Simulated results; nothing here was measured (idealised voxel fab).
The name of this process module is voxel capacitor over wiring.
cross-section cut | 185 nm wide | cells 5 nm
This document writes a cross-section as a grid whose cells are square, and gives it as bands, listed from the top down; one or more rows of cells form a band. Basically the band line says how high the top is and how high the bottom is, in nm, and then what's in it from left to right, every material with its width in nm. Empty space shows up as "blank", and if a single material carries "everywhere" it runs the full band edge to edge. Ref level 0: as-received wafer is one material below here. Bottom band extends down with no lower bound ("0 down"). You'd read "30 to 40" like this: the band's top row of cells is as wide as the first number, its bottom row is as wide as the second, and going down, every row changes width by the same amount as the row before did. Where the words "nothing changed" appear for a step, the cross-section shows no cell changed by that step; every cell remained as before. "Trapped voids" lists enclosed empty spaces (at least 8 cells, no open path upward to the top), each as width x height at distance from the left edge, in nm. Post-settings text on a step line: simulator's own remark regarding the step. "overlay nm", when on a step's line for a step with a mask, measures how far to the right of its planned place the mask lay; a negative measure means to the left.
## Here's what the planned process steps look like
1. RECEIVE [material Si]
2. CONFORMAL_DEP [material SiO2] [thk nm 10]
3. DIRECTIONAL_DEP [material TiN] [thk nm 5]
4. DIRECTIONAL_DEP [material Ru] [thk nm 15]
5. PATTERN [tone cover] [mask id METAL_1] [material resist] [width nm 20] [pitch nm 80] [thk nm 15] [overlay nm 0]
6. DIRECTIONAL_ETCH [etch materials Ru] [depth nm 15]
7. DIRECTIONAL_ETCH [etch materials TiN] [depth nm 5]
8. STRIP [etch materials resist]
9. FILL_DEP [material lowk] [thk nm 10]
10. CMP [height nm 30]
11. CONFORMAL_DEP [material SiCN] [thk nm 5]
12. DIRECTIONAL_DEP [material SiO2] [thk nm 10]
13. DIRECTIONAL_DEP [material aC] [thk nm 10]
14. PATTERN [tone open] [mask id PLUG_1] [material resist] [width nm 15] [thk nm 30] [overlay nm 0]
15. DIRECTIONAL_ETCH [etch materials aC] [depth nm 10]
16. STRIP [etch materials resist]
17. DIRECTIONAL_ETCH [etch materials SiO2] [depth nm 10]
18. DIRECTIONAL_ETCH [etch materials SiCN] [depth nm 5]
19. STRIP [etch materials aC]
20. EPI [material Ru] [thk nm 10]
21. EPI [material Ru] [thk nm 5]
22. DIRECTIONAL_DEP [material TiN] [thk nm 5]
23. DIRECTIONAL_DEP [material SiN] [thk nm 5]
24. DIRECTIONAL_DEP [material TiN] [thk nm 10]
25. DIRECTIONAL_DEP [material aC] [thk nm 15]
26. PATTERN [tone cover] [mask id UPPER_PLATE] [material resist] [width nm 65] [thk nm 30] [overlay nm 0]
27. DIRECTIONAL_ETCH [etch materials aC] [depth nm 15]
28. STRIP [etch materials resist]
29. DIRECTIONAL_ETCH [etch materials TiN] [depth nm 10]
30. DIRECTIONAL_ETCH [etch materials SiN] [depth nm 5]
31. STRIP [etch materials aC]
32. PATTERN [tone cover] [mask id LOWER_PLATE] [material resist] [width nm 75] [thk nm 15] [overlay nm 0]
33. DIRECTIONAL_ETCH [etch materials TiN] [depth nm 5]
34. STRIP [etch materials resist]
35. FILL_DEP [material SiO2] [thk nm 20]
36. CMP [height nm 80]
37. PATTERN [tone open] [mask id PLUG_2] [material resist] [width nm 15] [thk nm 15] [overlay nm 0]
38. DIRECTIONAL_ETCH [etch materials SiO2] [depth nm 15]
39. STRIP [etch materials resist]
40. CONFORMAL_DEP [material TiN] [thk nm 5]
41. FILL_DEP [material W] [thk nm 5]
42. CMP [height nm 80]
43. CONFORMAL_DEP [material SiN] [thk nm 5]
## So, the first of our two wafers, run just as we planned it
## Delivered wafer in cross-section: state after step 1
0 down = Si everywhere
Trapped voids: none
## You're looking at a cross-section of the wafer after step 2
10 to 0 = SiO2 everywhere
Everything below 0 is unchanged.
## You're looking at a cross-section of the wafer after step 3
15 to 10 = TiN everywhere
Everything below 10 is unchanged.
## You're looking at a cross-section of the wafer after step 4
30 to 15 = Ru everywhere
Everything below 15 is unchanged.
## You're looking at a cross-section of the wafer after step 5
45 to 30 = 40 nm blank  20 nm resist  60 nm blank  20 nm resist  45 nm blank
Everything below 30 is unchanged.
## You're looking at a cross-section of the wafer after step 6
45 to 30 = 40 nm blank  20 nm resist  60 nm blank  20 nm resist  45 nm blank
30 to 15 = 40 nm blank  20 nm Ru  60 nm blank  20 nm Ru  45 nm blank
Everything below 15 is unchanged.
## You're looking at a cross-section of the wafer after step 7
45 to 30 = 40 nm blank  20 nm resist  60 nm blank  20 nm resist  45 nm blank
30 to 15 = 40 nm blank  20 nm Ru  60 nm blank  20 nm Ru  45 nm blank
15 to 10 = 40 nm blank  20 nm TiN  60 nm blank  20 nm TiN  45 nm blank
Everything below 10 is unchanged.
## You're looking at a cross-section of the wafer after step 8
30 to 15 = 40 nm blank  20 nm Ru  60 nm blank  20 nm Ru  45 nm blank
Everything below 15 is unchanged.
## You're looking at a cross-section of the wafer after step 9
40 to 30 = lowk everywhere
30 to 15 = 40 nm lowk  20 nm Ru  60 nm lowk  20 nm Ru  45 nm lowk
15 to 10 = 40 nm lowk  20 nm TiN  60 nm lowk  20 nm TiN  45 nm lowk
Everything below 10 is unchanged.
## You're looking at a cross-section of the wafer after step 10
30 to 15 = 40 nm lowk  20 nm Ru  60 nm lowk  20 nm Ru  45 nm lowk
Everything below 15 is unchanged.
## You're looking at a cross-section of the wafer after step 11
35 to 30 = SiCN everywhere
Everything below 30 is unchanged.
## You're looking at a cross-section of the wafer after step 12
45 to 35 = SiO2 everywhere
Everything below 35 is unchanged.
## You're looking at a cross-section of the wafer after step 13
55 to 45 = aC everywhere
Everything below 45 is unchanged.
## You're looking at a cross-section of the wafer after step 14
85 to 55 = 45 nm resist  15 nm blank  125 nm resist
Everything below 55 is unchanged.
## You're looking at a cross-section of the wafer after step 15
75 to 55 = 45 nm resist  15 nm blank  125 nm resist
55 to 45 = 45 nm aC  15 nm blank  125 nm aC
Everything below 45 is unchanged.
## You're looking at a cross-section of the wafer after step 16
55 to 45 = 45 nm aC  15 nm blank  125 nm aC
Everything below 45 is unchanged.
## You're looking at a cross-section of the wafer after step 17
55 to 45 = 45 nm aC  15 nm blank  125 nm aC
45 to 35 = 45 nm SiO2  15 nm blank  125 nm SiO2
Everything below 35 is unchanged.
## You're looking at a cross-section of the wafer after step 18
55 to 45 = 45 nm aC  15 nm blank  125 nm aC
45 to 35 = 45 nm SiO2  15 nm blank  125 nm SiO2
35 to 30 = 45 nm SiCN  15 nm blank  125 nm SiCN
Everything below 30 is unchanged.
## You're looking at a cross-section of the wafer after step 19
45 to 35 = 45 nm SiO2  15 nm blank  125 nm SiO2
Everything below 35 is unchanged.
## You're looking at a cross-section of the wafer after step 20
45 to 40 = 45 nm SiO2  15 nm blank  125 nm SiO2
40 to 35 = 45 nm SiO2  15 nm Ru  125 nm SiO2
35 to 30 = 45 nm SiCN  15 nm Ru  125 nm SiCN
Everything below 30 is unchanged.
## You're looking at a cross-section of the wafer after step 21
45 to 35 = 45 nm SiO2  15 nm Ru  125 nm SiO2
Everything below 35 is unchanged.
## You're looking at a cross-section of the wafer after step 22
50 to 45 = TiN everywhere
Everything below 45 is unchanged.
## You're looking at a cross-section of the wafer after step 23
55 to 50 = SiN everywhere
Everything below 50 is unchanged.
## You're looking at a cross-section of the wafer after step 24
65 to 55 = TiN everywhere
Everything below 55 is unchanged.
## You're looking at a cross-section of the wafer after step 25
80 to 65 = aC everywhere
Everything below 65 is unchanged.
## You're looking at a cross-section of the wafer after step 26
110 to 80 = 45 nm blank  65 nm resist  75 nm blank
Everything below 80 is unchanged.
## You're looking at a cross-section of the wafer after step 27
95 to 80 = 45 nm blank  65 nm resist  75 nm blank
80 to 65 = 45 nm blank  65 nm aC  75 nm blank
Everything below 65 is unchanged.
## You're looking at a cross-section of the wafer after step 28
80 to 65 = 45 nm blank  65 nm aC  75 nm blank
Everything below 65 is unchanged.
## You're looking at a cross-section of the wafer after step 29
80 to 65 = 45 nm blank  65 nm aC  75 nm blank
65 to 55 = 45 nm blank  65 nm TiN  75 nm blank
Everything below 55 is unchanged.
## You're looking at a cross-section of the wafer after step 30
80 to 65 = 45 nm blank  65 nm aC  75 nm blank
65 to 55 = 45 nm blank  65 nm TiN  75 nm blank
55 to 50 = 45 nm blank  65 nm SiN  75 nm blank
Everything below 50 is unchanged.
## You're looking at a cross-section of the wafer after step 31
65 to 55 = 45 nm blank  65 nm TiN  75 nm blank
Everything below 55 is unchanged.
## You're looking at a cross-section of the wafer after step 32
80 to 65 = 40 nm blank  75 nm resist  70 nm blank
65 to 55 = 40 nm blank  5 nm resist  65 nm TiN  5 nm resist  70 nm blank
55 to 50 = 40 nm blank  5 nm resist  65 nm SiN  5 nm resist  70 nm blank
Everything below 50 is unchanged.
## You're looking at a cross-section of the wafer after step 33
80 to 65 = 40 nm blank  75 nm resist  70 nm blank
65 to 55 = 40 nm blank  5 nm resist  65 nm TiN  5 nm resist  70 nm blank
55 to 50 = 40 nm blank  5 nm resist  65 nm SiN  5 nm resist  70 nm blank
50 to 45 = 40 nm blank  75 nm TiN  70 nm blank
Everything below 45 is unchanged.
## You're looking at a cross-section of the wafer after step 34
65 to 55 = 45 nm blank  65 nm TiN  75 nm blank
55 to 50 = 45 nm blank  65 nm SiN  75 nm blank
Everything below 50 is unchanged.
## You're looking at a cross-section of the wafer after step 35
85 to 65 = SiO2 everywhere
65 to 55 = 45 nm SiO2  65 nm TiN  75 nm SiO2
55 to 50 = 45 nm SiO2  65 nm SiN  75 nm SiO2
50 to 45 = 40 nm SiO2  75 nm TiN  70 nm SiO2
Everything below 45 is unchanged.
## You're looking at a cross-section of the wafer after step 36
80 to 65 = SiO2 everywhere
Everything below 65 is unchanged.
## You're looking at a cross-section of the wafer after step 37
95 to 80 = 55 nm resist  15 nm blank  115 nm resist
Everything below 80 is unchanged.
## You're looking at a cross-section of the wafer after step 38
95 to 80 = 55 nm resist  15 nm blank  115 nm resist
80 to 65 = 55 nm SiO2  15 nm blank  115 nm SiO2
Everything below 65 is unchanged.
## You're looking at a cross-section of the wafer after step 39
80 to 65 = 55 nm SiO2  15 nm blank  115 nm SiO2
Everything below 65 is unchanged.
## You're looking at a cross-section of the wafer after step 40
85 to 80 = 60 nm TiN  5 nm blank  120 nm TiN
80 to 70 = 55 nm SiO2  5 nm TiN  5 nm blank  5 nm TiN  115 nm SiO2
70 to 65 = 55 nm SiO2  15 nm TiN  115 nm SiO2
Everything below 65 is unchanged.
## You're looking at a cross-section of the wafer after step 41
90 to 85 = W everywhere
85 to 80 = 60 nm TiN  5 nm W  120 nm TiN
80 to 70 = 55 nm SiO2  5 nm TiN  5 nm W  5 nm TiN  115 nm SiO2
Everything below 70 is unchanged.
## You're looking at a cross-section of the wafer after step 42
80 to 70 = 55 nm SiO2  5 nm TiN  5 nm W  5 nm TiN  115 nm SiO2
Everything below 70 is unchanged.
## You're looking at a cross-section of the wafer after step 43
85 to 80 = SiN everywhere
Everything below 80 is unchanged.
## The second wafer began exactly as the first did and followed the same plan, but one mistake was made while running it; through step 4 inclusive, the two wafers are identical
## Second wafer at the planned finish of step 5, seen in cross-section
45 to 30 = 30 nm blank  20 nm resist  60 nm blank  20 nm resist  55 nm blank
Everything below 30 is unchanged.
## Second wafer at the planned finish of step 6, seen in cross-section
45 to 30 = 30 nm blank  20 nm resist  60 nm blank  20 nm resist  55 nm blank
30 to 15 = 30 nm blank  20 nm Ru  60 nm blank  20 nm Ru  55 nm blank
Everything below 15 is unchanged.
## Second wafer at the planned finish of step 7, seen in cross-section
45 to 30 = 30 nm blank  20 nm resist  60 nm blank  20 nm resist  55 nm blank
30 to 15 = 30 nm blank  20 nm Ru  60 nm blank  20 nm Ru  55 nm blank
15 to 10 = 30 nm blank  20 nm TiN  60 nm blank  20 nm TiN  55 nm blank
Everything below 10 is unchanged.
## Second wafer at the planned finish of step 8, seen in cross-section
30 to 15 = 30 nm blank  20 nm Ru  60 nm blank  20 nm Ru  55 nm blank
Everything below 15 is unchanged.
## Second wafer at the planned finish of step 9, seen in cross-section
40 to 30 = lowk everywhere
30 to 15 = 30 nm lowk  20 nm Ru  60 nm lowk  20 nm Ru  55 nm lowk
15 to 10 = 30 nm lowk  20 nm TiN  60 nm lowk  20 nm TiN  55 nm lowk
Everything below 10 is unchanged.
## Second wafer at the planned finish of step 10, seen in cross-section
30 to 15 = 30 nm lowk  20 nm Ru  60 nm lowk  20 nm Ru  55 nm lowk
Everything below 15 is unchanged.
## Second wafer at the planned finish of step 11, seen in cross-section
35 to 30 = SiCN everywhere
Everything below 30 is unchanged.
## Second wafer at the planned finish of step 12, seen in cross-section
45 to 35 = SiO2 everywhere
Everything below 35 is unchanged.
## Second wafer at the planned finish of step 13, seen in cross-section
55 to 45 = aC everywhere
Everything below 45 is unchanged.
## Second wafer at the planned finish of step 14, seen in cross-section
85 to 55 = 45 nm resist  15 nm blank  125 nm resist
Everything below 55 is unchanged.
## Second wafer at the planned finish of step 15, seen in cross-section
75 to 55 = 45 nm resist  15 nm blank  125 nm resist
55 to 45 = 45 nm aC  15 nm blank  125 nm aC
Everything below 45 is unchanged.
## Second wafer at the planned finish of step 16, seen in cross-section
55 to 45 = 45 nm aC  15 nm blank  125 nm aC
Everything below 45 is unchanged.
## Second wafer at the planned finish of step 17, seen in cross-section
55 to 45 = 45 nm aC  15 nm blank  125 nm aC
45 to 35 = 45 nm SiO2  15 nm blank  125 nm SiO2
Everything below 35 is unchanged.
## Second wafer at the planned finish of step 18, seen in cross-section
55 to 45 = 45 nm aC  15 nm blank  125 nm aC
45 to 35 = 45 nm SiO2  15 nm blank  125 nm SiO2
35 to 30 = 45 nm SiCN  15 nm blank  125 nm SiCN
Everything below 30 is unchanged.
## Second wafer at the planned finish of step 19, seen in cross-section
45 to 35 = 45 nm SiO2  15 nm blank  125 nm SiO2
Everything below 35 is unchanged.
## Second wafer at the planned finish of step 20, seen in cross-section
45 to 40 = 45 nm SiO2  15 nm blank  125 nm SiO2
40 to 35 = 45 nm SiO2  15 nm Ru  125 nm SiO2
35 to 30 = 45 nm SiCN  15 nm Ru  125 nm SiCN
Everything below 30 is unchanged.
## Second wafer at the planned finish of step 21, seen in cross-section
45 to 35 = 45 nm SiO2  15 nm Ru  125 nm SiO2
Everything below 35 is unchanged.
## Second wafer at the planned finish of step 22, seen in cross-section
50 to 45 = TiN everywhere
Everything below 45 is unchanged.
## Second wafer at the planned finish of step 23, seen in cross-section
55 to 50 = SiN everywhere
Everything below 50 is unchanged.
## Second wafer at the planned finish of step 24, seen in cross-section
65 to 55 = TiN everywhere
Everything below 55 is unchanged.
## Second wafer at the planned finish of step 25, seen in cross-section
80 to 65 = aC everywhere
Everything below 65 is unchanged.
## Second wafer at the planned finish of step 26, seen in cross-section
110 to 80 = 45 nm blank  65 nm resist  75 nm blank
Everything below 80 is unchanged.
## Second wafer at the planned finish of step 27, seen in cross-section
95 to 80 = 45 nm blank  65 nm resist  75 nm blank
80 to 65 = 45 nm blank  65 nm aC  75 nm blank
Everything below 65 is unchanged.
## Second wafer at the planned finish of step 28, seen in cross-section
80 to 65 = 45 nm blank  65 nm aC  75 nm blank
Everything below 65 is unchanged.
## Second wafer at the planned finish of step 29, seen in cross-section
80 to 65 = 45 nm blank  65 nm aC  75 nm blank
65 to 55 = 45 nm blank  65 nm TiN  75 nm blank
Everything below 55 is unchanged.
## Second wafer at the planned finish of step 30, seen in cross-section
80 to 65 = 45 nm blank  65 nm aC  75 nm blank
65 to 55 = 45 nm blank  65 nm TiN  75 nm blank
55 to 50 = 45 nm blank  65 nm SiN  75 nm blank
Everything below 50 is unchanged.
## Second wafer at the planned finish of step 31, seen in cross-section
65 to 55 = 45 nm blank  65 nm TiN  75 nm blank
Everything below 55 is unchanged.
## Second wafer at the planned finish of step 32, seen in cross-section
80 to 65 = 40 nm blank  75 nm resist  70 nm blank
65 to 55 = 40 nm blank  5 nm resist  65 nm TiN  5 nm resist  70 nm blank
55 to 50 = 40 nm blank  5 nm resist  65 nm SiN  5 nm resist  70 nm blank
Everything below 50 is unchanged.
## Second wafer at the planned finish of step 33, seen in cross-section
80 to 65 = 40 nm blank  75 nm resist  70 nm blank
65 to 55 = 40 nm blank  5 nm resist  65 nm TiN  5 nm resist  70 nm blank
55 to 50 = 40 nm blank  5 nm resist  65 nm SiN  5 nm resist  70 nm blank
50 to 45 = 40 nm blank  75 nm TiN  70 nm blank
Everything below 45 is unchanged.
## Second wafer at the planned finish of step 34, seen in cross-section
65 to 55 = 45 nm blank  65 nm TiN  75 nm blank
55 to 50 = 45 nm blank  65 nm SiN  75 nm blank
Everything below 50 is unchanged.
## Second wafer at the planned finish of step 35, seen in cross-section
85 to 65 = SiO2 everywhere
65 to 55 = 45 nm SiO2  65 nm TiN  75 nm SiO2
55 to 50 = 45 nm SiO2  65 nm SiN  75 nm SiO2
50 to 45 = 40 nm SiO2  75 nm TiN  70 nm SiO2
Everything below 45 is unchanged.
## Second wafer at the planned finish of step 36, seen in cross-section
80 to 65 = SiO2 everywhere
Everything below 65 is unchanged.
## Second wafer at the planned finish of step 37, seen in cross-section
95 to 80 = 55 nm resist  15 nm blank  115 nm resist
Everything below 80 is unchanged.
## Second wafer at the planned finish of step 38, seen in cross-section
95 to 80 = 55 nm resist  15 nm blank  115 nm resist
80 to 65 = 55 nm SiO2  15 nm blank  115 nm SiO2
Everything below 65 is unchanged.
## Second wafer at the planned finish of step 39, seen in cross-section
80 to 65 = 55 nm SiO2  15 nm blank  115 nm SiO2
Everything below 65 is unchanged.
## Second wafer at the planned finish of step 40, seen in cross-section
85 to 80 = 60 nm TiN  5 nm blank  120 nm TiN
80 to 70 = 55 nm SiO2  5 nm TiN  5 nm blank  5 nm TiN  115 nm SiO2
70 to 65 = 55 nm SiO2  15 nm TiN  115 nm SiO2
Everything below 65 is unchanged.
## Second wafer at the planned finish of step 41, seen in cross-section
90 to 85 = W everywhere
85 to 80 = 60 nm TiN  5 nm W  120 nm TiN
80 to 70 = 55 nm SiO2  5 nm TiN  5 nm W  5 nm TiN  115 nm SiO2
Everything below 70 is unchanged.
## Second wafer at the planned finish of step 42, seen in cross-section
80 to 70 = 55 nm SiO2  5 nm TiN  5 nm W  5 nm TiN  115 nm SiO2
Everything below 70 is unchanged.
## Second wafer at the planned finish of step 43, seen in cross-section
85 to 80 = SiN everywhere
Everything below 80 is unchanged.
The mistake made against the process plan was this: off-plan run, step 5, actual operation and settings PATTERN [tone cover] [mask id METAL_1] [material resist] [width nm 20] [pitch nm 80] [thk nm 15] [overlay nm -10]
at the end the second wafer has, in cells: as many of each material as the first, in other places
